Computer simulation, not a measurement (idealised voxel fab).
Title: Process Module voxel transistor to metal
Cross-sectional view cut (width: 150 nm; square cell size: 5 nm).
Reading order for cross-sections: top band down to bottom band. Underlying form: a grid of square cells. Band size: one or more rows of cells.
A band entry consists of two parts. The first gives the height of the band's top and the height of its bottom, in nm. The rest lists the band's materials from left to right, each with its width in nm. A single material labelled with the word "throughout" fills the band from edge to edge, and the word "empty" marks empty space.
Where do heights start? At 0: under that level the wafer as delivered is made of one material only. And the lowest band has no floor; it just carries on downward, as in "0 down".
A width given as "30..40" starts at the first number in the band's top row and ends at the second number in its bottom row, shifting by an equal amount at every step from row to row.
"everything unchanged" means the step left every cell of the cross-section as it was.
In the "Enclosed void listing" entry, you get each enclosed empty space of 8 cells or more, one with no open way to the top, written width x height at distance, distance from the left edge, in nm.
Text after the settings on a step's line: the simulator's own remark on that step.
"overlay nm", when on a step's line for a step with a mask, measures how far to the right of its planned place the mask lay; a negative measure means to the left.
[Process steps - plan]
1. RECEIVE [material Si]
2. OXIDIZE [depth nm 5]
3. CONFORMAL_DEP [material SiN] [thk nm 15]
4. MASKED_ETCH [tone cover] [mask id ACTIVE] [width nm 105] [etch materials SiN] [depth nm 15] [overlay nm 0]
5. MASKED_ETCH [tone cover] [mask id ACTIVE] [width nm 105] [etch materials SiO2] [depth nm 5] [overlay nm 0]
6. MASKED_ETCH [tone cover] [mask id ACTIVE] [width nm 105] [etch materials Si] [depth nm 35] [overlay nm 0]
7. OXIDIZE [depth nm 5]
8. FILL_DEP [material SiO2] [thk nm 5]
9. CMP [height nm 15]
10. SELECTIVE_ETCH [etch materials SiO2] [depth nm 10]
11. STRIP [etch materials SiN]
12. SELECTIVE_ETCH [etch materials SiO2] [depth nm 5]
13. OXIDIZE [depth nm 5]
14. DIRECTIONAL_DEP [material polySi] [thk nm 20]
15. DIRECTIONAL_DEP [material SiCN] [thk nm 10]
16. MASKED_ETCH [tone cover] [mask id GATE] [width nm 25] [etch materials SiCN] [depth nm 20] [overlay nm 0]
17. MASKED_ETCH [tone cover] [mask id GATE] [width nm 25] [etch materials polySi] [depth nm 30] [overlay nm 0]
18. CONFORMAL_DEP [material SiN] [thk nm 10]
19. DIRECTIONAL_ETCH [etch materials SiN] [depth nm 10]
20. DIRECTIONAL_ETCH [etch materials SiO2] [depth nm 5]
21. DIRECTIONAL_ETCH [etch materials Si] [depth nm 15]
22. EPI [material nSi] [thk nm 15]
23. FILL_DEP [material SiO2] [thk nm 10]
24. CMP [height nm 25]
25. DIRECTIONAL_DEP [material SiO2] [thk nm 15]
26. PATTERN [tone open] [mask id CONTACT] [material resist] [width nm 15] [pitch nm 80] [thk nm 15] [overlay nm 0]
27. DIRECTIONAL_ETCH [etch materials SiO2] [depth nm 50]
28. STRIP [etch materials resist]
29. CONFORMAL_DEP [material TiN] [thk nm 5]
30. FILL_DEP [material W] [thk nm 10]
31. CMP [height nm 40]
32. CONFORMAL_DEP [material SiN] [thk nm 5]
33. DIRECTIONAL_DEP [material lowk] [thk nm 25]
34. DIRECTIONAL_DEP [material aC] [thk nm 10]
35. PATTERN [tone open] [mask id METAL_1] [material resist] [width nm 15] [pitch nm 80] [thk nm 25] [overlay nm 0]
36. DIRECTIONAL_ETCH [etch materials aC] [depth nm 10]
37. STRIP [etch materials resist]
38. DIRECTIONAL_ETCH [etch materials lowk] [depth nm 25]
39. DIRECTIONAL_ETCH [etch materials SiN] [depth nm 5]
40. STRIP [etch materials aC]
41. CONFORMAL_DEP [material TiN] [thk nm 5]
42. FILL_DEP [material Cu] [thk nm 5]
43. CMP [height nm 70]
44. CONFORMAL_DEP [material SiN] [thk nm 5]
[Wafer, first of two, run as planned]
[The cross-section here shows the wafer as received, i.e. in its state after step 1]
  0 down: Si throughout
  Enclosed void listing: none
[Cross-section through the wafer, step 2 finished]
  0 to -5: SiO2 throughout
  Whatever lies below -5 is exactly as it was before.
[Cross-section through the wafer, step 3 finished]
  15 to 0: SiN throughout
  Whatever lies below 0 is exactly as it was before.
[Cross-section through the wafer, step 4 finished]
  15 to 0: empty=20, then SiN=105, then empty=25
  Whatever lies below 0 is exactly as it was before.
[Cross-section through the wafer, step 5 finished]
  15 to 0: empty=20, then SiN=105, then empty=25
  0 to -5: empty=20, then SiO2=105, then empty=25
  Whatever lies below -5 is exactly as it was before.
[Cross-section through the wafer, step 6 finished]
  15 to 0: empty=20, then SiN=105, then empty=25
  0 to -5: empty=20, then SiO2=105, then empty=25
  -5 to -40: empty=20, then Si=105, then empty=25
  Whatever lies below -40 is exactly as it was before.
[Cross-section through the wafer, step 7 finished]
  15 to 0: empty=20, then SiN=105, then empty=25
  0 to -5: empty=20, then SiO2=105, then empty=25
  -5 to -40: empty=20, then SiO2=5, then Si=95, then SiO2=5, then empty=25
  -40 to -45: SiO2=25, then Si=95, then SiO2=30
  Whatever lies below -45 is exactly as it was before.
[Cross-section through the wafer, step 8 finished]
  20 to 15: SiO2 throughout
  15 to 0: SiO2=20, then SiN=105, then SiO2=25
  0 to -5: SiO2 throughout
  -5 to -45: SiO2=25, then Si=95, then SiO2=30
  Whatever lies below -45 is exactly as it was before.
[Cross-section through the wafer, step 9 finished]
  15 to 0: SiO2=20, then SiN=105, then SiO2=25
  Whatever lies below 0 is exactly as it was before.
[Cross-section through the wafer, step 10 finished]
  15 to 5: empty=20, then SiN=105, then empty=25
  Whatever lies below 5 is exactly as it was before.
[Cross-section through the wafer, step 11 finished]
  5 to 0: SiO2=20, then empty=105, then SiO2=25
  Whatever lies below 0 is exactly as it was before.
[Cross-section through the wafer, step 12 finished]
  0 to -5: SiO2=15, then empty=115, then SiO2=20
  Whatever lies below -5 is exactly as it was before.
[Cross-section through the wafer, step 13 finished]
  0 to -5: SiO2=15, then empty=115, then SiO2=20
  -5 to -10: SiO2 throughout
  Whatever lies below -10 is exactly as it was before.
[Cross-section through the wafer, step 14 finished]
  20 to 15: polySi=15, then empty=115, then polySi=20
  15 to 0: polySi throughout
  0 to -5: SiO2=15, then polySi=115, then SiO2=20
  Whatever lies below -5 is exactly as it was before.
[Cross-section through the wafer, step 15 finished]
  30 to 25: SiCN=15, then empty=115, then SiCN=20
  25 to 20: SiCN throughout
  20 to 15: polySi=15, then SiCN=115, then polySi=20
  Whatever lies below 15 is exactly as it was before.
[Cross-section through the wafer, step 16 finished]
  25 to 20: empty=60, then SiCN=25, then empty=65
  20 to 15: polySi=15, then empty=45, then SiCN=25, then empty=45, then polySi=20
  Whatever lies below 15 is exactly as it was before.
[Cross-section through the wafer, step 17 finished]
  25 to 15: empty=60, then SiCN=25, then empty=65
  15 to 0: empty=60, then polySi=25, then empty=65
  0 to -5: SiO2=15, then empty=45, then polySi=25, then empty=45, then SiO2=20
  Whatever lies below -5 is exactly as it was before.
[Cross-section through the wafer, step 18 finished]
  35 to 25: empty=50, then SiN=45, then empty=55
  25 to 15: empty=50, then SiN=10, then SiCN=25, then SiN=10, then empty=55
  15 to 10: empty=50, then SiN=10, then polySi=25, then SiN=10, then empty=55
  10 to 5: SiN=25, then empty=25, then SiN=10, then polySi=25, then SiN=10, then empty=25, then SiN=30
  5 to 0: SiN=60, then polySi=25, then SiN=65
  0 to -5: SiO2=15, then SiN=45, then polySi=25, then SiN=45, then SiO2=20
  Whatever lies below -5 is exactly as it was before.
[Cross-section through the wafer, step 19 finished]
  25 to 15: empty=50, then SiN=10, then SiCN=25, then SiN=10, then empty=55
  15 to 0: empty=50, then SiN=10, then polySi=25, then SiN=10, then empty=55
  0 to -5: SiO2=15, then SiN=10, then empty=25, then SiN=10, then polySi=25, then SiN=10, then empty=25, then SiN=10, then SiO2=20
  Whatever lies below -5 is exactly as it was before.
[Cross-section through the wafer, step 20 finished]
  25 to 15: empty=50, then SiN=10, then SiCN=25, then SiN=10, then empty=55
  15 to 0: empty=50, then SiN=10, then polySi=25, then SiN=10, then empty=55
  0 to -5: empty=15, then SiN=10, then empty=25, then SiN=10, then polySi=25, then SiN=10, then empty=25, then SiN=10, then empty=20
  -5 to -10: SiO2=25, then empty=25, then SiO2=45, then empty=25, then SiO2=30
  Whatever lies below -10 is exactly as it was before.
[Cross-section through the wafer, step 21 finished]
  25 to 15: empty=50, then SiN=10, then SiCN=25, then SiN=10, then empty=55
  15 to 0: empty=50, then SiN=10, then polySi=25, then SiN=10, then empty=55
  0 to -5: empty=15, then SiN=10, then empty=25, then SiN=10, then polySi=25, then SiN=10, then empty=25, then SiN=10, then empty=20
  -5 to -10: SiO2=25, then empty=25, then SiO2=45, then empty=25, then SiO2=30
  -10 to -25: SiO2=25, then empty=25, then Si=45, then empty=25, then SiO2=30
  Whatever lies below -25 is exactly as it was before.
[Cross-section through the wafer, step 22 finished]
  25 to 15: empty=50, then SiN=10, then SiCN=25, then SiN=10, then empty=55
  15 to 5: empty=50, then SiN=10, then polySi=25, then SiN=10, then empty=55
  5 to 0: empty=35, then nSi=15, then SiN=10, then polySi=25, then SiN=10, then nSi=15, then empty=40
  0 to -5: empty=15, then SiN=10, then empty=10, then nSi=15, then SiN=10, then polySi=25, then SiN=10, then nSi=15, then empty=10, then SiN=10, then empty=20
  -5 to -10: SiO2=25, then empty=10, then nSi=15, then SiO2=45, then nSi=15, then empty=10, then SiO2=30
  -10 to -25: SiO2=25, then nSi=25, then Si=45, then nSi=25, then SiO2=30
  Whatever lies below -25 is exactly as it was before.
[Cross-section through the wafer, step 23 finished]
  35 to 25: SiO2 throughout
  25 to 15: SiO2=50, then SiN=10, then SiCN=25, then SiN=10, then SiO2=55
  15 to 5: SiO2=50, then SiN=10, then polySi=25, then SiN=10, then SiO2=55
  5 to 0: SiO2=35, then nSi=15, then SiN=10, then polySi=25, then SiN=10, then nSi=15, then SiO2=40
  0 to -5: SiO2=15, then SiN=10, then SiO2=10, then nSi=15, then SiN=10, then polySi=25, then SiN=10, then nSi=15, then SiO2=10, then SiN=10, then SiO2=20
  -5 to -10: SiO2=35, then nSi=15, then SiO2=45, then nSi=15, then SiO2=40
  Whatever lies below -10 is exactly as it was before.
[Cross-section through the wafer, step 24 finished]
  25 to 15: SiO2=50, then SiN=10, then SiCN=25, then SiN=10, then SiO2=55
  Whatever lies below 15 is exactly as it was before.
[Cross-section through the wafer, step 25 finished]
  40 to 25: SiO2 throughout
  Whatever lies below 25 is exactly as it was before.
[Cross-section through the wafer, step 26 finished]
  55 to 40: resist=25, then empty=15, then resist=65, then empty=15, then resist=30
  Whatever lies below 40 is exactly as it was before.
[Cross-section through the wafer, step 27 finished]
  55 to 40: resist=25, then empty=15, then resist=65, then empty=15, then resist=30
  40 to 25: SiO2=25, then empty=15, then SiO2=65, then empty=15, then SiO2=30
  25 to 15: SiO2=25, then empty=15, then SiO2=10, then SiN=10, then SiCN=25, then SiN=10, then SiO2=10, then empty=15, then SiO2=30
  15 to 5: SiO2=25, then empty=15, then SiO2=10, then SiN=10, then polySi=25, then SiN=10, then SiO2=10, then empty=15, then SiO2=30
  5 to 0: SiO2=25, then empty=10, then nSi=15, then SiN=10, then polySi=25, then SiN=10, then nSi=15, then empty=10, then SiO2=30
  0 to -5: SiO2=15, then SiN=10, then empty=10, then nSi=15, then SiN=10, then polySi=25, then SiN=10, then nSi=15, then empty=10, then SiN=10, then SiO2=20
  -5 to -10: SiO2=25, then empty=10, then nSi=15, then SiO2=45, then nSi=15, then empty=10, then SiO2=30
  Whatever lies below -10 is exactly as it was before.
[Cross-section through the wafer, step 28 finished]
  40 to 25: SiO2=25, then empty=15, then SiO2=65, then empty=15, then SiO2=30
  Whatever lies below 25 is exactly as it was before.
[Cross-section through the wafer, step 29 finished]
  45 to 40: TiN=30, then empty=5, then TiN=75, then empty=5, then TiN=35
  40 to 25: SiO2=25, then TiN=5, then empty=5, then TiN=5, then SiO2=65, then TiN=5, then empty=5, then TiN=5, then SiO2=30
  25 to 15: SiO2=25, then TiN=5, then empty=5, then TiN=5, then SiO2=10, then SiN=10, then SiCN=25, then SiN=10, then SiO2=10, then TiN=5, then empty=5, then TiN=5, then SiO2=30
  15 to 10: SiO2=25, then TiN=5, then empty=5, then TiN=5, then SiO2=10, then SiN=10, then polySi=25, then SiN=10, then SiO2=10, then TiN=5, then empty=5, then TiN=5, then SiO2=30
  10 to 5: SiO2=25, then TiN=15, then SiO2=10, then SiN=10, then polySi=25, then SiN=10, then SiO2=10, then TiN=15, then SiO2=30
  5 to 0: SiO2=25, then TiN=10, then nSi=15, then SiN=10, then polySi=25, then SiN=10, then nSi=15, then TiN=10, then SiO2=30
  0 to -5: SiO2=15, then SiN=10, then TiN=10, then nSi=15, then SiN=10, then polySi=25, then SiN=10, then nSi=15, then TiN=10, then SiN=10, then SiO2=20
  -5 to -10: SiO2=25, then TiN=10, then nSi=15, then SiO2=45, then nSi=15, then TiN=10, then SiO2=30
  Whatever lies below -10 is exactly as it was before.
[Cross-section through the wafer, step 30 finished]
  55 to 45: W throughout
  45 to 40: TiN=30, then W=5, then TiN=75, then W=5, then TiN=35
  40 to 25: SiO2=25, then TiN=5, then W=5, then TiN=5, then SiO2=65, then TiN=5, then W=5, then TiN=5, then SiO2=30
  25 to 15: SiO2=25, then TiN=5, then W=5, then TiN=5, then SiO2=10, then SiN=10, then SiCN=25, then SiN=10, then SiO2=10, then TiN=5, then W=5, then TiN=5, then SiO2=30
  15 to 10: SiO2=25, then TiN=5, then W=5, then TiN=5, then SiO2=10, then SiN=10, then polySi=25, then SiN=10, then SiO2=10, then TiN=5, then W=5, then TiN=5, then SiO2=30
  Whatever lies below 10 is exactly as it was before.
[Cross-section through the wafer, step 31 finished]
  40 to 25: SiO2=25, then TiN=5, then W=5, then TiN=5, then SiO2=65, then TiN=5, then W=5, then TiN=5, then SiO2=30
  Whatever lies below 25 is exactly as it was before.
[Cross-section through the wafer, step 32 finished]
  45 to 40: SiN throughout
  Whatever lies below 40 is exactly as it was before.
[Cross-section through the wafer, step 33 finished]
  70 to 45: lowk throughout
  Whatever lies below 45 is exactly as it was before.
[Cross-section through the wafer, step 34 finished]
  80 to 70: aC throughout
  Whatever lies below 70 is exactly as it was before.
[Cross-section through the wafer, step 35 finished]
  105 to 80: resist=25, then empty=15, then resist=65, then empty=15, then resist=30
  Whatever lies below 80 is exactly as it was before.
[Cross-section through the wafer, step 36 finished]
  95 to 80: resist=25, then empty=15, then resist=65, then empty=15, then resist=30
  80 to 70: aC=25, then empty=15, then aC=65, then empty=15, then aC=30
  Whatever lies below 70 is exactly as it was before.
[Cross-section through the wafer, step 37 finished]
  80 to 70: aC=25, then empty=15, then aC=65, then empty=15, then aC=30
  Whatever lies below 70 is exactly as it was before.
[Cross-section through the wafer, step 38 finished]
  80 to 70: aC=25, then empty=15, then aC=65, then empty=15, then aC=30
  70 to 45: lowk=25, then empty=15, then lowk=65, then empty=15, then lowk=30
  Whatever lies below 45 is exactly as it was before.
[Cross-section through the wafer, step 39 finished]
  80 to 70: aC=25, then empty=15, then aC=65, then empty=15, then aC=30
  70 to 45: lowk=25, then empty=15, then lowk=65, then empty=15, then lowk=30
  45 to 40: SiN=25, then empty=15, then SiN=65, then empty=15, then SiN=30
  Whatever lies below 40 is exactly as it was before.
[Cross-section through the wafer, step 40 finished]
  70 to 45: lowk=25, then empty=15, then lowk=65, then empty=15, then lowk=30
  Whatever lies below 45 is exactly as it was before.
[Cross-section through the wafer, step 41 finished]
  75 to 70: TiN=30, then empty=5, then TiN=75, then empty=5, then TiN=35
  70 to 45: lowk=25, then TiN=5, then empty=5, then TiN=5, then lowk=65, then TiN=5, then empty=5, then TiN=5, then lowk=30
  45 to 40: SiN=25, then TiN=15, then SiN=65, then TiN=15, then SiN=30
  Whatever lies below 40 is exactly as it was before.
[Cross-section through the wafer, step 42 finished]
  80 to 75: Cu throughout
  75 to 70: TiN=30, then Cu=5, then TiN=75, then Cu=5, then TiN=35
  70 to 45: lowk=25, then TiN=5, then Cu=5, then TiN=5, then lowk=65, then TiN=5, then Cu=5, then TiN=5, then lowk=30
  Whatever lies below 45 is exactly as it was before.
[Cross-section through the wafer, step 43 finished]
  70 to 45: lowk=25, then TiN=5, then Cu=5, then TiN=5, then lowk=65, then TiN=5, then Cu=5, then TiN=5, then lowk=30
  Whatever lies below 45 is exactly as it was before.
[Cross-section through the wafer, step 44 finished]
  75 to 70: SiN throughout
  Whatever lies below 70 is exactly as it was before.
[The second wafer began exactly as the first did and followed the same plan, but one mistake was made while running it; through step 9 inclusive, the two wafers are identical]
[Cross-section: second wafer, time at which step 10 was scheduled to end]
  15 to 0: SiO2=20, then empty=105, then SiO2=25
  Whatever lies below 0 is exactly as it was before.
[Cross-section: second wafer, time at which step 11 was scheduled to end]
  5 to -5: SiO2=10, then empty=125, then SiO2=15
  -5 to -10: SiO2=10, then empty=15, then Si=95, then empty=15, then SiO2=15
  Whatever lies below -10 is exactly as it was before.
[Cross-section: second wafer, time at which step 12 was scheduled to end]
  0 to -5: SiO2=5, then empty=135, then SiO2=10
  -5 to -15: SiO2=5, then empty=20, then Si=95, then empty=20, then SiO2=10
  Whatever lies below -15 is exactly as it was before.
[Cross-section: second wafer, time at which step 13 was scheduled to end]
  0 to -5: SiO2=5, then empty=135, then SiO2=10
  -5 to -10: SiO2=5, then empty=20, then SiO2=95, then empty=20, then SiO2=10
  -10 to -15: SiO2=5, then empty=20, then SiO2=5, then Si=85, then SiO2=5, then empty=20, then SiO2=10
  -15 to -20: SiO2=30, then Si=85, then SiO2=35
  Whatever lies below -20 is exactly as it was before.
[Cross-section: second wafer, time at which step 14 was scheduled to end]
  20 to 15: polySi=5, then empty=135, then polySi=10
  15 to 5: polySi=5, then empty=20, then polySi=95, then empty=20, then polySi=10
  5 to 0: polySi throughout
  0 to -5: SiO2=5, then polySi=135, then SiO2=10
  -5 to -10: SiO2=5, then polySi=20, then SiO2=95, then polySi=20, then SiO2=10
  -10 to -15: SiO2=5, then polySi=20, then SiO2=5, then Si=85, then SiO2=5, then polySi=20, then SiO2=10
  Whatever lies below -15 is exactly as it was before.
[Cross-section: second wafer, time at which step 15 was scheduled to end]
  30 to 25: SiCN=5, then empty=135, then SiCN=10
  25 to 20: SiCN=5, then empty=20, then SiCN=95, then empty=20, then SiCN=10
  20 to 15: polySi=5, then empty=20, then SiCN=95, then empty=20, then polySi=10
  15 to 5: polySi=5, then SiCN=20, then polySi=95, then SiCN=20, then polySi=10
  Whatever lies below 5 is exactly as it was before.
[Cross-section: second wafer, time at which step 16 was scheduled to end]
  25 to 20: empty=60, then SiCN=25, then empty=65
  20 to 15: polySi=5, then empty=55, then SiCN=25, then empty=55, then polySi=10
  15 to 5: polySi=5, then empty=20, then polySi=95, then empty=20, then polySi=10
  Whatever lies below 5 is exactly as it was before.
[Cross-section: second wafer, time at which step 17 was scheduled to end]
  25 to 15: empty=60, then SiCN=25, then empty=65
  15 to 0: empty=60, then polySi=25, then empty=65
  0 to -5: SiO2=5, then empty=55, then polySi=25, then empty=55, then SiO2=10
  -5 to -10: SiO2=5, then empty=20, then SiO2=95, then empty=20, then SiO2=10
  -10 to -15: SiO2=5, then empty=20, then SiO2=5, then Si=85, then SiO2=5, then empty=20, then SiO2=10
  Whatever lies below -15 is exactly as it was before.
[Cross-section: second wafer, time at which step 18 was scheduled to end]
  35 to 25: empty=50, then SiN=45, then empty=55
  25 to 15: empty=50, then SiN=10, then SiCN=25, then SiN=10, then empty=55
  15 to 10: empty=50, then SiN=10, then polySi=25, then SiN=10, then empty=55
  10 to 5: SiN=15, then empty=35, then SiN=10, then polySi=25, then SiN=10, then empty=35, then SiN=20
  5 to 0: SiN=60, then polySi=25, then SiN=65
  0 to -5: SiO2=5, then SiN=55, then polySi=25, then SiN=55, then SiO2=10
  -5 to -10: SiO2=5, then SiN=20, then SiO2=95, then SiN=20, then SiO2=10
  -10 to -15: SiO2=5, then SiN=20, then SiO2=5, then Si=85, then SiO2=5, then SiN=20, then SiO2=10
  Whatever lies below -15 is exactly as it was before.
[Cross-section: second wafer, time at which step 19 was scheduled to end]
  25 to 15: empty=50, then SiN=10, then SiCN=25, then SiN=10, then empty=55
  15 to 0: empty=50, then SiN=10, then polySi=25, then SiN=10, then empty=55
  0 to -5: SiO2=5, then SiN=10, then empty=35, then SiN=10, then polySi=25, then SiN=10, then empty=35, then SiN=10, then SiO2=10
  Whatever lies below -5 is exactly as it was before.
[Cross-section: second wafer, time at which step 20 was scheduled to end]
  25 to 15: empty=50, then SiN=10, then SiCN=25, then SiN=10, then empty=55
  15 to 0: empty=50, then SiN=10, then polySi=25, then SiN=10, then empty=55
  0 to -5: empty=5, then SiN=10, then empty=35, then SiN=10, then polySi=25, then SiN=10, then empty=35, then SiN=10, then empty=10
  -5 to -10: SiO2=5, then SiN=20, then empty=25, then SiO2=45, then empty=25, then SiN=20, then SiO2=10
  Whatever lies below -10 is exactly as it was before.
[Cross-section: second wafer, time at which step 21 was scheduled to end]
  25 to 15: empty=50, then SiN=10, then SiCN=25, then SiN=10, then empty=55
  15 to 0: empty=50, then SiN=10, then polySi=25, then SiN=10, then empty=55
  0 to -5: empty=5, then SiN=10, then empty=35, then SiN=10, then polySi=25, then SiN=10, then empty=35, then SiN=10, then empty=10
  -5 to -10: SiO2=5, then SiN=20, then empty=25, then SiO2=45, then empty=25, then SiN=20, then SiO2=10
  -10 to -15: SiO2=5, then SiN=20, then SiO2=5, then empty=20, then Si=45, then empty=20, then SiO2=5, then SiN=20, then SiO2=10
  -15 to -20: SiO2=30, then empty=20, then Si=45, then empty=20, then SiO2=35
  -20 to -25: SiO2=25, then Si=5, then empty=20, then Si=45, then empty=20, then Si=5, then SiO2=30
  Whatever lies below -25 is exactly as it was before.
[Cross-section: second wafer, time at which step 22 was scheduled to end]
  25 to 15: empty=50, then SiN=10, then SiCN=25, then SiN=10, then empty=55
  15 to 5: empty=50, then SiN=10, then polySi=25, then SiN=10, then empty=55
  5 to 0: empty=35, then nSi=15, then SiN=10, then polySi=25, then SiN=10, then nSi=15, then empty=40
  0 to -5: empty=5, then SiN=10, then empty=20, then nSi=15, then SiN=10, then polySi=25, then SiN=10, then nSi=15, then empty=20, then SiN=10, then empty=10
  -5 to -10: SiO2=5, then SiN=20, then nSi=25, then SiO2=45, then nSi=25, then SiN=20, then SiO2=10
  -10 to -15: SiO2=5, then SiN=20, then SiO2=5, then nSi=20, then Si=45, then nSi=20, then SiO2=5, then SiN=20, then SiO2=10
  -15 to -20: SiO2=30, then nSi=20, then Si=45, then nSi=20, then SiO2=35
  -20 to -25: SiO2=25, then Si=5, then nSi=20, then Si=45, then nSi=20, then Si=5, then SiO2=30
  Whatever lies below -25 is exactly as it was before.
[Cross-section: second wafer, time at which step 23 was scheduled to end]
  35 to 25: SiO2 throughout
  25 to 15: SiO2=50, then SiN=10, then SiCN=25, then SiN=10, then SiO2=55
  15 to 5: SiO2=50, then SiN=10, then polySi=25, then SiN=10, then SiO2=55
  5 to 0: SiO2=35, then nSi=15, then SiN=10, then polySi=25, then SiN=10, then nSi=15, then SiO2=40
  0 to -5: SiO2=5, then SiN=10, then SiO2=20, then nSi=15, then SiN=10, then polySi=25, then SiN=10, then nSi=15, then SiO2=20, then SiN=10, then SiO2=10
  Whatever lies below -5 is exactly as it was before.
[Cross-section: second wafer, time at which step 24 was scheduled to end]
  25 to 15: SiO2=50, then SiN=10, then SiCN=25, then SiN=10, then SiO2=55
  Whatever lies below 15 is exactly as it was before.
[Cross-section: second wafer, time at which step 25 was scheduled to end]
  40 to 25: SiO2 throughout
  Whatever lies below 25 is exactly as it was before.
[Cross-section: second wafer, time at which step 26 was scheduled to end]
  55 to 40: resist=25, then empty=15, then resist=65, then empty=15, then resist=30
  Whatever lies below 40 is exactly as it was before.
[Cross-section: second wafer, time at which step 27 was scheduled to end]
  55 to 40: resist=25, then empty=15, then resist=65, then empty=15, then resist=30
  40 to 25: SiO2=25, then empty=15, then SiO2=65, then empty=15, then SiO2=30
  25 to 15: SiO2=25, then empty=15, then SiO2=10, then SiN=10, then SiCN=25, then SiN=10, then SiO2=10, then empty=15, then SiO2=30
  15 to 5: SiO2=25, then empty=15, then SiO2=10, then SiN=10, then polySi=25, then SiN=10, then SiO2=10, then empty=15, then SiO2=30
  5 to 0: SiO2=25, then empty=10, then nSi=15, then SiN=10, then polySi=25, then SiN=10, then nSi=15, then empty=10, then SiO2=30
  0 to -5: SiO2=5, then SiN=10, then SiO2=10, then empty=10, then nSi=15, then SiN=10, then polySi=25, then SiN=10, then nSi=15, then empty=10, then SiO2=10, then SiN=10, then SiO2=10
  Whatever lies below -5 is exactly as it was before.
[Cross-section: second wafer, time at which step 28 was scheduled to end]
  40 to 25: SiO2=25, then empty=15, then SiO2=65, then empty=15, then SiO2=30
  Whatever lies below 25 is exactly as it was before.
[Cross-section: second wafer, time at which step 29 was scheduled to end]
  45 to 40: TiN=30, then empty=5, then TiN=75, then empty=5, then TiN=35
  40 to 25: SiO2=25, then TiN=5, then empty=5, then TiN=5, then SiO2=65, then TiN=5, then empty=5, then TiN=5, then SiO2=30
  25 to 15: SiO2=25, then TiN=5, then empty=5, then TiN=5, then SiO2=10, then SiN=10, then SiCN=25, then SiN=10, then SiO2=10, then TiN=5, then empty=5, then TiN=5, then SiO2=30
  15 to 10: SiO2=25, then TiN=5, then empty=5, then TiN=5, then SiO2=10, then SiN=10, then polySi=25, then SiN=10, then SiO2=10, then TiN=5, then empty=5, then TiN=5, then SiO2=30
  10 to 5: SiO2=25, then TiN=15, then SiO2=10, then SiN=10, then polySi=25, then SiN=10, then SiO2=10, then TiN=15, then SiO2=30
  5 to 0: SiO2=25, then TiN=10, then nSi=15, then SiN=10, then polySi=25, then SiN=10, then nSi=15, then TiN=10, then SiO2=30
  0 to -5: SiO2=5, then SiN=10, then SiO2=10, then TiN=10, then nSi=15, then SiN=10, then polySi=25, then SiN=10, then nSi=15, then TiN=10, then SiO2=10, then SiN=10, then SiO2=10
  Whatever lies below -5 is exactly as it was before.
[Cross-section: second wafer, time at which step 30 was scheduled to end]
  55 to 45: W throughout
  45 to 40: TiN=30, then W=5, then TiN=75, then W=5, then TiN=35
  40 to 25: SiO2=25, then TiN=5, then W=5, then TiN=5, then SiO2=65, then TiN=5, then W=5, then TiN=5, then SiO2=30
  25 to 15: SiO2=25, then TiN=5, then W=5, then TiN=5, then SiO2=10, then SiN=10, then SiCN=25, then SiN=10, then SiO2=10, then TiN=5, then W=5, then TiN=5, then SiO2=30
  15 to 10: SiO2=25, then TiN=5, then W=5, then TiN=5, then SiO2=10, then SiN=10, then polySi=25, then SiN=10, then SiO2=10, then TiN=5, then W=5, then TiN=5, then SiO2=30
  Whatever lies below 10 is exactly as it was before.
[Cross-section: second wafer, time at which step 31 was scheduled to end]
  40 to 25: SiO2=25, then TiN=5, then W=5, then TiN=5, then SiO2=65, then TiN=5, then W=5, then TiN=5, then SiO2=30
  Whatever lies below 25 is exactly as it was before.
[Cross-section: second wafer, time at which step 32 was scheduled to end]
  45 to 40: SiN throughout
  Whatever lies below 40 is exactly as it was before.
[Cross-section: second wafer, time at which step 33 was scheduled to end]
  70 to 45: lowk throughout
  Whatever lies below 45 is exactly as it was before.
[Cross-section: second wafer, time at which step 34 was scheduled to end]
  80 to 70: aC throughout
  Whatever lies below 70 is exactly as it was before.
[Cross-section: second wafer, time at which step 35 was scheduled to end]
  105 to 80: resist=25, then empty=15, then resist=65, then empty=15, then resist=30
  Whatever lies below 80 is exactly as it was before.
[Cross-section: second wafer, time at which step 36 was scheduled to end]
  95 to 80: resist=25, then empty=15, then resist=65, then empty=15, then resist=30
  80 to 70: aC=25, then empty=15, then aC=65, then empty=15, then aC=30
  Whatever lies below 70 is exactly as it was before.
[Cross-section: second wafer, time at which step 37 was scheduled to end]
  80 to 70: aC=25, then empty=15, then aC=65, then empty=15, then aC=30
  Whatever lies below 70 is exactly as it was before.
[Cross-section: second wafer, time at which step 38 was scheduled to end]
  80 to 70: aC=25, then empty=15, then aC=65, then empty=15, then aC=30
  70 to 45: lowk=25, then empty=15, then lowk=65, then empty=15, then lowk=30
  Whatever lies below 45 is exactly as it was before.
[Cross-section: second wafer, time at which step 39 was scheduled to end]
  80 to 70: aC=25, then empty=15, then aC=65, then empty=15, then aC=30
  70 to 45: lowk=25, then empty=15, then lowk=65, then empty=15, then lowk=30
  45 to 40: SiN=25, then empty=15, then SiN=65, then empty=15, then SiN=30
  Whatever lies below 40 is exactly as it was before.
[Cross-section: second wafer, time at which step 40 was scheduled to end]
  70 to 45: lowk=25, then empty=15, then lowk=65, then empty=15, then lowk=30
  Whatever lies below 45 is exactly as it was before.
[Cross-section: second wafer, time at which step 41 was scheduled to end]
  75 to 70: TiN=30, then empty=5, then TiN=75, then empty=5, then TiN=35
  70 to 45: lowk=25, then TiN=5, then empty=5, then TiN=5, then lowk=65, then TiN=5, then empty=5, then TiN=5, then lowk=30
  45 to 40: SiN=25, then TiN=15, then SiN=65, then TiN=15, then SiN=30
  Whatever lies below 40 is exactly as it was before.
[Cross-section: second wafer, time at which step 42 was scheduled to end]
  80 to 75: Cu throughout
  75 to 70: TiN=30, then Cu=5, then TiN=75, then Cu=5, then TiN=35
  70 to 45: lowk=25, then TiN=5, then Cu=5, then TiN=5, then lowk=65, then TiN=5, then Cu=5, then TiN=5, then lowk=30
  Whatever lies below 45 is exactly as it was before.
[Cross-section: second wafer, time at which step 43 was scheduled to end]
  70 to 45: lowk=25, then TiN=5, then Cu=5, then TiN=5, then lowk=65, then TiN=5, then Cu=5, then TiN=5, then lowk=30
  Whatever lies below 45 is exactly as it was before.
[Cross-section: second wafer, time at which step 44 was scheduled to end]
  75 to 70: SiN throughout
  Whatever lies below 70 is exactly as it was before.
What went wrong in running the wafer? steps 10 and 11: order swapped relative to plan
Count the cells at the end and the second wafer has more or fewer of some materials than the first: Si: 2 more; SiN: 16 more; SiO2: 12 fewer; TiN: 4 fewer; nSi: 2 fewer
